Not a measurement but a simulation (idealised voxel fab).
Process module heading - voxel wiring stack
Square cell edge 5 nm, section width 280 nm, ID cut.
Think of the cross-section as a grid of square cells. We describe it in bands, top to bottom, and each band covers one or more rows of those cells. Basically the band line says how high the top is and how high the bottom is, in nm, and then what's in it from left to right, every material with its width in nm. Empty space shows up as "air", and if a single material carries "all across" it runs the full band edge to edge. Measure heights from 0. That's the level where, below it, the as-received wafer is all one material. The lowest band is bottomless and extends downward; write it as in "0 down". The width entry "30 to 40" should be interpreted row by row: the top row of cells in the band takes the first number, the bottom row takes the second number, and the change between adjacent rows is uniform throughout. "remained the same" (step): cross-section cells unchanged, all of them. Closed empty spaces (no open way to the top) of 8 cells or more are what "Unvented internal voids" lists, each as width x height at distance from the left edge, nm for all three. What comes after the settings on a step's line is commentary from the simulator itself on that step. You can add "overlay nm" to a step's line. For a step with a mask, it describes how far the mask lay to the right of its planned position, and a negative number describes a lay to the left.

# Intended process steps
1. RECEIVE: material Si
2. CONFORMAL_DEP: material SiO2, thk nm 10
3. DIRECTIONAL_DEP: material TiN, thk nm 5
4. DIRECTIONAL_DEP: material Ru, thk nm 20
5. PATTERN: tone cover, mask id METAL_1, material resist, width nm 20, pitch nm 40, thk nm 20, overlay nm 0
6. DIRECTIONAL_ETCH: etch materials Ru, depth nm 20
7. DIRECTIONAL_ETCH: etch materials TiN, depth nm 5
8. STRIP: etch materials resist
9. FILL_DEP: material SiO2, thk nm 10
10. CMP: height nm 35
11. CONFORMAL_DEP: material SiCN, thk nm 5
12. DIRECTIONAL_DEP: material lowk, thk nm 10
13. MASKED_ETCH: tone open, mask id PLUG_1, width nm 15, etch materials lowk, depth nm 10, overlay nm 0
14. MASKED_ETCH: tone open, mask id PLUG_1, width nm 15, etch materials SiCN, depth nm 5, overlay nm 0
15. CONFORMAL_DEP: material TiN, thk nm 5
16. FILL_DEP: material Ru, thk nm 10
17. CMP: height nm 50
18. CONFORMAL_DEP: material SiCN, thk nm 5
19. DIRECTIONAL_DEP: material SiO2, thk nm 15
20. MASKED_ETCH: tone open, mask id METAL_2, width nm 20, pitch nm 40, etch materials SiO2, depth nm 15, overlay nm 0
21. MASKED_ETCH: tone open, mask id METAL_2, width nm 20, pitch nm 40, etch materials SiCN, depth nm 5, overlay nm 0
22. CONFORMAL_DEP: material TiN, thk nm 5
23. FILL_DEP: material Ru, thk nm 10
24. CMP: height nm 70
25. EPI: material Ru, thk nm 5
26. FILL_DEP: material SiCN, thk nm 5

# Cross-section of the wafer at receipt, which is the condition after step 1
0 down  Si all across
Unvented internal voids: none

# Cross-section: first of two wafers, module finished, run according to plan
80 to 75  SiCN all across
75 to 70  SiCN 105 nm; Ru 30 nm; SiCN 10 nm; Ru 30 nm; SiCN 105 nm
70 to 55  SiO2 110 nm; TiN 5 nm; Ru 10 nm; TiN 5 nm; SiO2 20 nm; TiN 5 nm; Ru 10 nm; TiN 5 nm; SiO2 110 nm
55 to 50  SiCN 110 nm; TiN 20 nm; SiCN 20 nm; TiN 20 nm; SiCN 110 nm
50 to 40  lowk 110 nm; TiN 5 nm; Ru 5 nm; TiN 5 nm; lowk 155 nm
40 to 35  SiCN 110 nm; TiN 15 nm; SiCN 155 nm
35 to 15  SiO2 110 nm; Ru 20 nm; SiO2 20 nm; Ru 20 nm; SiO2 110 nm
15 to 10  SiO2 110 nm; TiN 20 nm; SiO2 20 nm; TiN 20 nm; SiO2 110 nm
10 to 0  SiO2 all across
0 down  Si all across
Unvented internal voids: none

# Cross-sectional view: second of two wafers, end of module; start and plan identical to the first, one mistake in running
80 to 75  SiCN all across
75 to 60  Ru all across
60 to 55  TiN 115 nm; Ru 10 nm; TiN 30 nm; Ru 10 nm; TiN 115 nm
55 to 50  SiCN 110 nm; TiN 20 nm; SiCN 20 nm; TiN 20 nm; SiCN 110 nm
50 to 40  lowk 110 nm; TiN 5 nm; Ru 5 nm; TiN 5 nm; lowk 155 nm
40 to 35  SiCN 110 nm; TiN 15 nm; SiCN 155 nm
35 to 15  SiO2 110 nm; Ru 20 nm; SiO2 20 nm; Ru 20 nm; SiO2 110 nm
15 to 10  SiO2 110 nm; TiN 20 nm; SiO2 20 nm; TiN 20 nm; SiO2 110 nm
10 to 0  SiO2 all across
0 down  Si all across
Unvented internal voids: none
Plan not followed: execution of step 19 of the plan did not take place, the step having been omitted
At the finish, the second wafer shows more or fewer cells for some materials than the first does: Ru +148 | SiCN -44 | SiO2 -144 | TiN +40
